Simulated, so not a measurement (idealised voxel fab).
The process module presented herein is designated voxel transistor to metal.
Cross-section cut spans 150 nm and uses square cells 5 nm in size.
Reading order for cross-sections: top band down to bottom band. Underlying form: a grid of square cells. Band size: one or more rows of cells.
Band: top and bottom heights (nm) first, top before bottom; then materials from left to right, widths in nm. "full width" marks a sole material filling the band edge to edge. "air" denotes empty space.
Heights are expressed relative to 0, this being the level below which the as-received wafer comprises one material exclusively. The lowest band is unbounded in the downward direction and is denoted as in "0 nm and below".
The expression "30 to 40" gives the width at the extremes of the band, the first number at its top row of cells and the second at its bottom row, with the width changing by equal amounts from each row to the next in between.
When a step is marked "nothing got changed", none of the cells in the cross-section changed during that step.
Empty spaces without an open route to the top, at least 8 cells in extent, make up the entry "Enclosed void listing"; each is given as width x height at distance, where the distance is measured from the left edge, and all are in nm.
Step line, after settings: the simulator's comment on this step.
Regarding "overlay nm": on a step with a mask, it is the distance the mask lay to the right of its planned place; a negative value places it to the left.

-- Process steps foreseen in the plan
| 1 | RECEIVE (material Si) |
| 2 | OXIDIZE (depth nm 5) |
| 3 | CONFORMAL_DEP (material SiN; thk nm 15) |
| 4 | DIRECTIONAL_DEP (material aC; thk nm 15) |
| 5 | PATTERN (tone cover; mask id ACTIVE; material resist; width nm 85; thk nm 30; overlay nm 0) |
| 6 | DIRECTIONAL_ETCH (etch materials aC; depth nm 15) |
| 7 | STRIP (etch materials resist) |
| 8 | DIRECTIONAL_ETCH (etch materials SiN; depth nm 15) |
| 9 | DIRECTIONAL_ETCH (etch materials SiO2; depth nm 5) |
| 10 | DIRECTIONAL_ETCH (etch materials Si; depth nm 35) |
| 11 | STRIP (etch materials aC) |
| 12 | OXIDIZE (depth nm 5) |
| 13 | FILL_DEP (material SiO2; thk nm 5) |
| 14 | CMP (height nm 15) |
| 15 | SELECTIVE_ETCH (etch materials SiO2; depth nm 5) |
| 16 | STRIP (etch materials SiN) |
| 17 | SELECTIVE_ETCH (etch materials SiO2; depth nm 5) |
| 18 | OXIDIZE (depth nm 5) |
| 19 | DIRECTIONAL_DEP (material polySi; thk nm 25) |
| 20 | DIRECTIONAL_DEP (material SiCN; thk nm 15) |
| 21 | DIRECTIONAL_DEP (material aC; thk nm 10) |
| 22 | PATTERN (tone cover; mask id GATE; material resist; width nm 15; thk nm 30; overlay nm 0) |
| 23 | DIRECTIONAL_ETCH (etch materials aC; depth nm 10) |
| 24 | STRIP (etch materials resist) |
| 25 | DIRECTIONAL_ETCH (etch materials SiCN; depth nm 25) |
| 26 | DIRECTIONAL_ETCH (etch materials polySi; depth nm 35) |
| 27 | STRIP (etch materials aC) |
| 28 | CONFORMAL_DEP (material SiO2; thk nm 5) |
| 29 | DIRECTIONAL_ETCH (etch materials SiO2; depth nm 5) |
| 30 | CONFORMAL_DEP (material SiN; thk nm 10) |
| 31 | DIRECTIONAL_ETCH (etch materials SiN; depth nm 10) |
| 32 | DIRECTIONAL_ETCH (etch materials SiO2; depth nm 5) |
| 33 | EPI (material SiGe; thk nm 5) |
| 34 | FILL_DEP (material SiO2; thk nm 10) |
| 35 | CMP (height nm 35) |
| 36 | DIRECTIONAL_DEP (material SiO2; thk nm 15) |
| 37 | MASKED_ETCH (tone open; mask id CONTACT; width nm 30; pitch nm 55; etch materials SiO2; depth nm 55; overlay nm 0) |
| 38 | CONFORMAL_DEP (material TiN; thk nm 5) |
| 39 | FILL_DEP (material W; thk nm 5) |
| 40 | CMP (height nm 50) |
| 41 | CONFORMAL_DEP (material SiN; thk nm 5) |
| 42 | DIRECTIONAL_DEP (material lowk; thk nm 15) |
| 43 | MASKED_ETCH (tone open; mask id METAL_1; width nm 15; pitch nm 70; etch materials lowk; depth nm 15; overlay nm 0) |
| 44 | MASKED_ETCH (tone open; mask id METAL_1; width nm 15; pitch nm 70; etch materials SiN; depth nm 5; overlay nm 0) |
| 45 | CONFORMAL_DEP (material TiN; thk nm 5) |
| 46 | FILL_DEP (material Cu; thk nm 5) |
| 47 | CMP (height nm 70) |
| 48 | CONFORMAL_DEP (material SiCN; thk nm 5) |
The width nm used in step 5 is not the same on every wafer, whereas the starting condition is; the value printed in the plan is the first wafer's.

-- Incoming state of the first of several wafers in cross-section: after step 1
	0 nm and below  Si full width
	Enclosed void listing: none

-- After the module's final step, step 48: the first of several wafers in cross-section
	75 nm to 70 nm  SiCN full width
	70 nm to 55 nm  30 lowk / 5 TiN / 5 Cu / 5 TiN / 55 lowk / 5 TiN / 5 Cu / 5 TiN / 35 lowk
	55 nm to 50 nm  30 SiN / 15 TiN / 55 SiN / 15 TiN / 35 SiN
	50 nm to 40 nm  30 SiO2 / 5 TiN / 20 W / 5 TiN / 25 SiO2 / 5 TiN / 20 W / 5 TiN / 35 SiO2
	40 nm to 35 nm  30 SiO2 / 5 TiN / 10 W / 15 TiN / 25 SiO2 / 15 TiN / 10 W / 5 TiN / 35 SiO2
	35 nm to 20 nm  30 SiO2 / 5 TiN / 10 W / 5 TiN / 10 SiN / 5 SiO2 / 15 SiCN / 5 SiO2 / 10 SiN / 5 TiN / 10 W / 5 TiN / 35 SiO2
	20 nm to 10 nm  30 SiO2 / 5 TiN / 10 W / 5 TiN / 10 SiN / 5 SiO2 / 15 polySi / 5 SiO2 / 10 SiN / 5 TiN / 10 W / 5 TiN / 35 SiO2
	10 nm to 5 nm  30 SiO2 / 20 TiN / 10 SiN / 5 SiO2 / 15 polySi / 5 SiO2 / 10 SiN / 20 TiN / 35 SiO2
	5 nm to -5 nm  30 SiO2 / 10 SiN / 10 TiN / 10 SiN / 5 SiO2 / 15 polySi / 5 SiO2 / 10 SiN / 10 TiN / 10 SiN / 35 SiO2
	-5 nm to -10 nm  40 SiO2 / 10 SiGe / 45 SiO2 / 10 SiGe / 45 SiO2
	-10 nm to -45 nm  35 SiO2 / 75 Si / 40 SiO2
	-45 nm and below  Si full width
	Enclosed void listing: none

-- Cross-section at module completion, last wafer
	75 nm to 70 nm  SiCN full width
	70 nm to 55 nm  30 lowk / 5 TiN / 5 Cu / 5 TiN / 55 lowk / 5 TiN / 5 Cu / 5 TiN / 35 lowk
	55 nm to 50 nm  30 SiN / 15 TiN / 55 SiN / 15 TiN / 35 SiN
	50 nm to 40 nm  30 SiO2 / 5 TiN / 20 W / 5 TiN / 25 SiO2 / 5 TiN / 20 W / 5 TiN / 35 SiO2
	40 nm to 35 nm  30 SiO2 / 5 TiN / 10 W / 15 TiN / 25 SiO2 / 15 TiN / 10 W / 5 TiN / 35 SiO2
	35 nm to 20 nm  30 SiO2 / 5 TiN / 10 W / 5 TiN / 10 SiN / 5 SiO2 / 15 SiCN / 5 SiO2 / 10 SiN / 5 TiN / 10 W / 5 TiN / 35 SiO2
	20 nm to 5 nm  30 SiO2 / 5 TiN / 10 W / 5 TiN / 10 SiN / 5 SiO2 / 15 polySi / 5 SiO2 / 10 SiN / 5 TiN / 10 W / 5 TiN / 35 SiO2
	5 nm to 0 nm  20 SiO2 / 10 SiN / 5 TiN / 10 W / 5 TiN / 10 SiN / 5 SiO2 / 15 polySi / 5 SiO2 / 10 SiN / 5 TiN / 10 W / 5 TiN / 5 SiO2 / 10 SiN / 20 SiO2
	0 nm to -5 nm  20 SiO2 / 10 SiN / 20 TiN / 10 SiN / 5 SiO2 / 15 polySi / 5 SiO2 / 10 SiN / 20 TiN / 5 SiO2 / 10 SiN / 20 SiO2
	-5 nm to -10 nm  30 SiO2 / 20 SiGe / 45 SiO2 / 25 SiGe / 30 SiO2
	-10 nm to -45 nm  25 SiO2 / 100 Si / 25 SiO2
	-45 nm and below  Si full width
	Enclosed void listing: none

-- Rows = wafers. At module end, each row lists per material the cells gained (+) or lost (-) since the wafer was received, then the closed voids
width nm 85; +6 Cu; -165 Si; +39 SiCN; +4 SiGe; +64 SiN; +305 SiO2; +70 TiN; +40 W; +72 lowk; +15 polySi; Enclosed void listing: none
width nm 90; +6 Cu; -158 Si; +39 SiCN; +5 SiGe; +64 SiN; +295 SiO2; +70 TiN; +42 W; +72 lowk; +15 polySi; Enclosed void listing: none
width nm 95; +6 Cu; -151 Si; +39 SiCN; +6 SiGe; +64 SiN; +285 SiO2; +70 TiN; +44 W; +72 lowk; +15 polySi; Enclosed void listing: none
width nm 100; +6 Cu; -144 Si; +39 SiCN; +7 SiGe; +64 SiN; +275 SiO2; +70 TiN; +46 W; +72 lowk; +15 polySi; Enclosed void listing: none
width nm 105; +6 Cu; -137 Si; +39 SiCN; +8 SiGe; +64 SiN; +265 SiO2; +70 TiN; +48 W; +72 lowk; +15 polySi; Enclosed void listing: none
width nm 110; +6 Cu; -130 Si; +39 SiCN; +9 SiGe; +64 SiN; +257 SiO2; +70 TiN; +48 W; +72 lowk; +15 polySi; Enclosed void listing: none
